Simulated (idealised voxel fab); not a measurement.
process module | voxel lift off
cross-section cut | 300 nm wide | cells 5 nm
A cross-section is a grid of square cells, given in bands from the top down. A band is one or more rows of cells.
Each band's line starts with the height of the band's top and of its bottom, in nm. Then come its materials from left to right, each with its width in nm. One material with "throughout" fills the band from edge to edge. "air" is empty space.
Height 0 is the level under which the wafer as received is all one material. The lowest band goes on downwards, as in "0 down".
A width such as "30 to 40" changes by the same amount from each row of cells to the next, from the band's top row to its bottom row.
"no change" after a step means that no cell of the cross-section changed.
closed voids: empty space of 8 cells or more with no open way to the top, each as width x height at its distance from the left edge, in nm
after a step's settings: what the simulator itself notes on the step
overlay nm, on a step with a mask: how far to the right of its planned place the mask lay; to the left if negative
plan
1 op RECEIVE | material Si
2 op CONFORMAL_DEP | material SiN | thk nm 10
3 op PATTERN | tone open | mask id LINES | material resist | width nm 30 | pitch nm 60 | thk nm 15 | overlay nm 0
4 op DIRECTIONAL_DEP | material Ru | thk nm 5
5 op STRIP | etch materials resist
6 op CONFORMAL_DEP | material SiN | thk nm 5
first wafer, as planned
as received, after step 1
  0 down: Si throughout
  closed voids: none
after step 2
  10 to 0: SiN throughout
  below 0: unchanged
after step 3
  25 to 10: resist 45 | air 30 | resist 30 | air 30 | resist 30 | air 30 | resist 30 | air 30 | resist 45
  below 10: unchanged
after step 4
  30 to 25: Ru 45 | air 30 | Ru 30 | air 30 | Ru 30 | air 30 | Ru 30 | air 30 | Ru 45
  25 to 15: resist 45 | air 30 | resist 30 | air 30 | resist 30 | air 30 | resist 30 | air 30 | resist 45
  15 to 10: resist 45 | Ru 30 | resist 30 | Ru 30 | resist 30 | Ru 30 | resist 30 | Ru 30 | resist 45
  below 10: unchanged
after step 5
  15 to 10: air 45 | Ru 30 | air 30 | Ru 30 | air 30 | Ru 30 | air 30 | Ru 30 | air 45
  below 10: unchanged
after step 6
  20 to 15: air 40 | SiN 40 | air 20 | SiN 40 | air 20 | SiN 40 | air 20 | SiN 40 | air 40
  15 to 10: SiN 45 | Ru 30 | SiN 30 | Ru 30 | SiN 30 | Ru 30 | SiN 30 | Ru 30 | SiN 45
  below 10: unchanged
second wafer: like start, like plan, one mistake. Through step 3 it matches the first wafer
when step 4 should have ended: no change
when step 5 should have ended
  10 to 0: SiN throughout
  below 0: unchanged
when step 6 should have ended
  15 to 0: SiN throughout
  below 0: unchanged
what went wrong: step 4 was left out
at the end the second wafer has, in cells: 24 fewer of Ru | 8 fewer of SiN
